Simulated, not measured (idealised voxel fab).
Name of the process module below: voxel self aligned contacts
The cross-section shown here is cut; it is 185 nm wide and divided into square cells measuring 5 nm on a side.
We lay out every cross-section as a grid of square cells and spell it out in bands from the top down, where one band means one or more rows of cells. Band entry format. Leading values: height of top, height of bottom, nm. Remainder: materials in left-to-right order, each with its width in nm. Special words: "all across" on a single material, which then fills the band edge to edge; "blank", empty space. Beneath 0, the wafer as received is one material, and that level is where height counting begins. The lowest band goes on downward without a bottom; it is written like "0 nm and below". Per-row width for "30->40": begins at first number (top row of band), ends at second number (bottom row), increment between rows held constant. "identical to before", as given for a step, is the statement that not any cell of the cross-section underwent a change during that step. So "Closed void list" is basically the list of trapped voids: any empty space of 8 cells or more that can't reach the top through an opening. They're written width x height at distance, the distance being from the left edge, and it's all nm. Where a step's line continues beyond its settings, the continuation is a remark by the simulator itself on that step. A step line may carry the setting "overlay nm", which, for steps involving a mask, states the distance by which the mask lay to the right of its intended position; negative values denote displacement to the left.

Intended process steps:
1: RECEIVE [material Si]
2: CONFORMAL_DEP [material SiO2] [thk nm 5]
3: DIRECTIONAL_DEP [material polySi] [thk nm 25]
4: DIRECTIONAL_DEP [material SiN] [thk nm 20]
5: PATTERN [tone cover] [mask id GATE] [material resist] [width nm 25] [pitch nm 60] [thk nm 20] [overlay nm 0]
6: DIRECTIONAL_ETCH [etch materials SiN] [depth nm 20]
7: DIRECTIONAL_ETCH [etch materials polySi] [depth nm 25]
8: STRIP [etch materials resist]
9: CONFORMAL_DEP [material SiN] [thk nm 5]
10: DIRECTIONAL_ETCH [etch materials SiN] [depth nm 5]
11: FILL_DEP [material SiO2] [thk nm 20]
12: CMP [height nm 60]
13: PATTERN [tone open] [mask id CONTACT] [material resist] [width nm 45] [pitch nm 60] [thk nm 15] [overlay nm 0]
14: DIRECTIONAL_ETCH [etch materials SiO2] [depth nm 60]
15: STRIP [etch materials resist]
16: CONFORMAL_DEP [material TiN] [thk nm 5]
17: FILL_DEP [material Ru] [thk nm 10]
18: CMP [height nm 60]
19: CONFORMAL_DEP [material SiCN] [thk nm 5]

First of two wafers, with the run carried out as planned:

Wafer cross-section on receipt, i.e. after step 1:
> 0 nm and below | Si all across
> Closed void list: none

The wafer, seen in cross-section, after step 2:
> 5 nm to 0 nm | SiO2 all across
> Everything under 0 stays put, no change at all.

The wafer, seen in cross-section, after step 3:
> 30 nm to 5 nm | polySi all across
> Everything under 5 stays put, no change at all.

The wafer, seen in cross-section, after step 4:
> 50 nm to 30 nm | SiN all across
> Everything under 30 stays put, no change at all.

The wafer, seen in cross-section, after step 5:
> 70 nm to 50 nm | 20 of blank; 25 of resist; 35 of blank; 25 of resist; 35 of blank; 25 of resist; 20 of blank
> Everything under 50 stays put, no change at all.

The wafer, seen in cross-section, after step 6:
> 70 nm to 50 nm | 20 of blank; 25 of resist; 35 of blank; 25 of resist; 35 of blank; 25 of resist; 20 of blank
> 50 nm to 30 nm | 20 of blank; 25 of SiN; 35 of blank; 25 of SiN; 35 of blank; 25 of SiN; 20 of blank
> Everything under 30 stays put, no change at all.

The wafer, seen in cross-section, after step 7:
> 70 nm to 50 nm | 20 of blank; 25 of resist; 35 of blank; 25 of resist; 35 of blank; 25 of resist; 20 of blank
> 50 nm to 30 nm | 20 of blank; 25 of SiN; 35 of blank; 25 of SiN; 35 of blank; 25 of SiN; 20 of blank
> 30 nm to 5 nm | 20 of blank; 25 of polySi; 35 of blank; 25 of polySi; 35 of blank; 25 of polySi; 20 of blank
> Everything under 5 stays put, no change at all.

The wafer, seen in cross-section, after step 8:
> 50 nm to 30 nm | 20 of blank; 25 of SiN; 35 of blank; 25 of SiN; 35 of blank; 25 of SiN; 20 of blank
> Everything under 30 stays put, no change at all.

The wafer, seen in cross-section, after step 9:
> 55 nm to 30 nm | 15 of blank; 35 of SiN; 25 of blank; 35 of SiN; 25 of blank; 35 of SiN; 15 of blank
> 30 nm to 10 nm | 15 of blank; 5 of SiN; 25 of polySi; 5 of SiN; 25 of blank; 5 of SiN; 25 of polySi; 5 of SiN; 25 of blank; 5 of SiN; 25 of polySi; 5 of SiN; 15 of blank
> 10 nm to 5 nm | 20 of SiN; 25 of polySi; 35 of SiN; 25 of polySi; 35 of SiN; 25 of polySi; 20 of SiN
> Everything under 5 stays put, no change at all.

The wafer, seen in cross-section, after step 10:
> 50 nm to 30 nm | 15 of blank; 35 of SiN; 25 of blank; 35 of SiN; 25 of blank; 35 of SiN; 15 of blank
> 30 nm to 5 nm | 15 of blank; 5 of SiN; 25 of polySi; 5 of SiN; 25 of blank; 5 of SiN; 25 of polySi; 5 of SiN; 25 of blank; 5 of SiN; 25 of polySi; 5 of SiN; 15 of blank
> Everything under 5 stays put, no change at all.

The wafer, seen in cross-section, after step 11:
> 70 nm to 50 nm | SiO2 all across
> 50 nm to 30 nm | 15 of SiO2; 35 of SiN; 25 of SiO2; 35 of SiN; 25 of SiO2; 35 of SiN; 15 of SiO2
> 30 nm to 5 nm | 15 of SiO2; 5 of SiN; 25 of polySi; 5 of SiN; 25 of SiO2; 5 of SiN; 25 of polySi; 5 of SiN; 25 of SiO2; 5 of SiN; 25 of polySi; 5 of SiN; 15 of SiO2
> Everything under 5 stays put, no change at all.

The wafer, seen in cross-section, after step 12:
> 60 nm to 50 nm | SiO2 all across
> Everything under 50 stays put, no change at all.

The wafer, seen in cross-section, after step 13:
> 75 nm to 60 nm | 40 of resist; 45 of blank; 15 of resist; 45 of blank; 40 of resist
> Everything under 60 stays put, no change at all.

The wafer, seen in cross-section, after step 14:
> 75 nm to 60 nm | 40 of resist; 45 of blank; 15 of resist; 45 of blank; 40 of resist
> 60 nm to 50 nm | 40 of SiO2; 45 of blank; 15 of SiO2; 45 of blank; 40 of SiO2
> 50 nm to 30 nm | 15 of SiO2; 35 of SiN; 25 of blank; 35 of SiN; 25 of blank; 35 of SiN; 15 of SiO2
> 30 nm to 5 nm | 15 of SiO2; 5 of SiN; 25 of polySi; 5 of SiN; 25 of blank; 5 of SiN; 25 of polySi; 5 of SiN; 25 of blank; 5 of SiN; 25 of polySi; 5 of SiN; 15 of SiO2
> 5 nm to 0 nm | 50 of SiO2; 25 of blank; 35 of SiO2; 25 of blank; 50 of SiO2
> Everything under 0 stays put, no change at all.

The wafer, seen in cross-section, after step 15:
> 60 nm to 50 nm | 40 of SiO2; 45 of blank; 15 of SiO2; 45 of blank; 40 of SiO2
> Everything under 50 stays put, no change at all.

The wafer, seen in cross-section, after step 16:
> 65 nm to 60 nm | 45 of TiN; 35 of blank; 25 of TiN; 35 of blank; 45 of TiN
> 60 nm to 50 nm | 40 of SiO2; 5->15 of TiN; 35->15 of blank; 5->15 of TiN; 15 of SiO2; 5->15 of TiN; 35->15 of blank; 5->15 of TiN; 40 of SiO2
> 50 nm to 30 nm | 15 of SiO2; 35 of SiN; 5 of TiN; 15 of blank; 5 of TiN; 35 of SiN; 5 of TiN; 15 of blank; 5 of TiN; 35 of SiN; 15 of SiO2
> 30 nm to 5 nm | 15 of SiO2; 5 of SiN; 25 of polySi; 5 of SiN; 5 of TiN; 15 of blank; 5 of TiN; 5 of SiN; 25 of polySi; 5 of SiN; 5 of TiN; 15 of blank; 5 of TiN; 5 of SiN; 25 of polySi; 5 of SiN; 15 of SiO2
> 5 nm to 0 nm | 50 of SiO2; 25 of TiN; 35 of SiO2; 25 of TiN; 50 of SiO2
> Everything under 0 stays put, no change at all.

The wafer, seen in cross-section, after step 17:
> 75 nm to 65 nm | Ru all across
> 65 nm to 60 nm | 45 of TiN; 35 of Ru; 25 of TiN; 35 of Ru; 45 of TiN
> 60 nm to 50 nm | 40 of SiO2; 5->15 of TiN; 35->15 of Ru; 5->15 of TiN; 15 of SiO2; 5->15 of TiN; 35->15 of Ru; 5->15 of TiN; 40 of SiO2
> 50 nm to 30 nm | 15 of SiO2; 35 of SiN; 5 of TiN; 15 of Ru; 5 of TiN; 35 of SiN; 5 of TiN; 15 of Ru; 5 of TiN; 35 of SiN; 15 of SiO2
> 30 nm to 5 nm | 15 of SiO2; 5 of SiN; 25 of polySi; 5 of SiN; 5 of TiN; 15 of Ru; 5 of TiN; 5 of SiN; 25 of polySi; 5 of SiN; 5 of TiN; 15 of Ru; 5 of TiN; 5 of SiN; 25 of polySi; 5 of SiN; 15 of SiO2
> Everything under 5 stays put, no change at all.

The wafer, seen in cross-section, after step 18:
> 60 nm to 50 nm | 40 of SiO2; 5->15 of TiN; 35->15 of Ru; 5->15 of TiN; 15 of SiO2; 5->15 of TiN; 35->15 of Ru; 5->15 of TiN; 40 of SiO2
> Everything under 50 stays put, no change at all.

The wafer, seen in cross-section, after step 19:
> 65 nm to 60 nm | SiCN all across
> Everything under 60 stays put, no change at all.

Second wafer - shared start and plan with the first - one error in running - same as the first up to step 12 inclusive:

Planned end of step 13: second wafer, cross-section:
> 75 nm to 60 nm | 30 of resist; 45 of blank; 15 of resist; 45 of blank; 50 of resist
> Everything under 60 stays put, no change at all.

Planned end of step 14: second wafer, cross-section:
> 75 nm to 60 nm | 30 of resist; 45 of blank; 15 of resist; 45 of blank; 50 of resist
> 60 nm to 50 nm | 30 of SiO2; 45 of blank; 15 of SiO2; 45 of blank; 50 of SiO2
> 50 nm to 30 nm | 15 of SiO2; 35 of SiN; 25 of blank; 35 of SiN; 25 of blank; 35 of SiN; 15 of SiO2
> 30 nm to 5 nm | 15 of SiO2; 5 of SiN; 25 of polySi; 5 of SiN; 25 of blank; 5 of SiN; 25 of polySi; 5 of SiN; 25 of blank; 5 of SiN; 25 of polySi; 5 of SiN; 15 of SiO2
> 5 nm to 0 nm | 50 of SiO2; 25 of blank; 35 of SiO2; 25 of blank; 50 of SiO2
> Everything under 0 stays put, no change at all.

Planned end of step 15: second wafer, cross-section:
> 60 nm to 50 nm | 30 of SiO2; 45 of blank; 15 of SiO2; 45 of blank; 50 of SiO2
> Everything under 50 stays put, no change at all.

Planned end of step 16: second wafer, cross-section:
> 65 nm to 60 nm | 35 of TiN; 35 of blank; 25 of TiN; 35 of blank; 55 of TiN
> 60 nm to 50 nm | 30 of SiO2; 5->25 of TiN; 35->15 of blank; 5 of TiN; 15 of SiO2; 5->25 of TiN; 35->15 of blank; 5 of TiN; 50 of SiO2
> 50 nm to 30 nm | 15 of SiO2; 35 of SiN; 5 of TiN; 15 of blank; 5 of TiN; 35 of SiN; 5 of TiN; 15 of blank; 5 of TiN; 35 of SiN; 15 of SiO2
> 30 nm to 5 nm | 15 of SiO2; 5 of SiN; 25 of polySi; 5 of SiN; 5 of TiN; 15 of blank; 5 of TiN; 5 of SiN; 25 of polySi; 5 of SiN; 5 of TiN; 15 of blank; 5 of TiN; 5 of SiN; 25 of polySi; 5 of SiN; 15 of SiO2
> 5 nm to 0 nm | 50 of SiO2; 25 of TiN; 35 of SiO2; 25 of TiN; 50 of SiO2
> Everything under 0 stays put, no change at all.

Planned end of step 17: second wafer, cross-section:
> 75 nm to 65 nm | Ru all across
> 65 nm to 60 nm | 35 of TiN; 35 of Ru; 25 of TiN; 35 of Ru; 55 of TiN
> 60 nm to 50 nm | 30 of SiO2; 5->25 of TiN; 35->15 of Ru; 5 of TiN; 15 of SiO2; 5->25 of TiN; 35->15 of Ru; 5 of TiN; 50 of SiO2
> 50 nm to 30 nm | 15 of SiO2; 35 of SiN; 5 of TiN; 15 of Ru; 5 of TiN; 35 of SiN; 5 of TiN; 15 of Ru; 5 of TiN; 35 of SiN; 15 of SiO2
> 30 nm to 5 nm | 15 of SiO2; 5 of SiN; 25 of polySi; 5 of SiN; 5 of TiN; 15 of Ru; 5 of TiN; 5 of SiN; 25 of polySi; 5 of SiN; 5 of TiN; 15 of Ru; 5 of TiN; 5 of SiN; 25 of polySi; 5 of SiN; 15 of SiO2
> Everything under 5 stays put, no change at all.

Planned end of step 18: second wafer, cross-section:
> 60 nm to 50 nm | 30 of SiO2; 5->25 of TiN; 35->15 of Ru; 5 of TiN; 15 of SiO2; 5->25 of TiN; 35->15 of Ru; 5 of TiN; 50 of SiO2
> Everything under 50 stays put, no change at all.

Planned end of step 19: second wafer, cross-section:
> 65 nm to 60 nm | SiCN all across
> Everything under 60 stays put, no change at all.
Here's what went sideways: step 13 was run on a setting that differed from the plan, and what really ran there is PATTERN [tone open] [mask id CONTACT] [material resist] [width nm 45] [pitch nm 60] [thk nm 15] [overlay nm -10]
Cell counts per material: same on both final wafers. Positions: different.
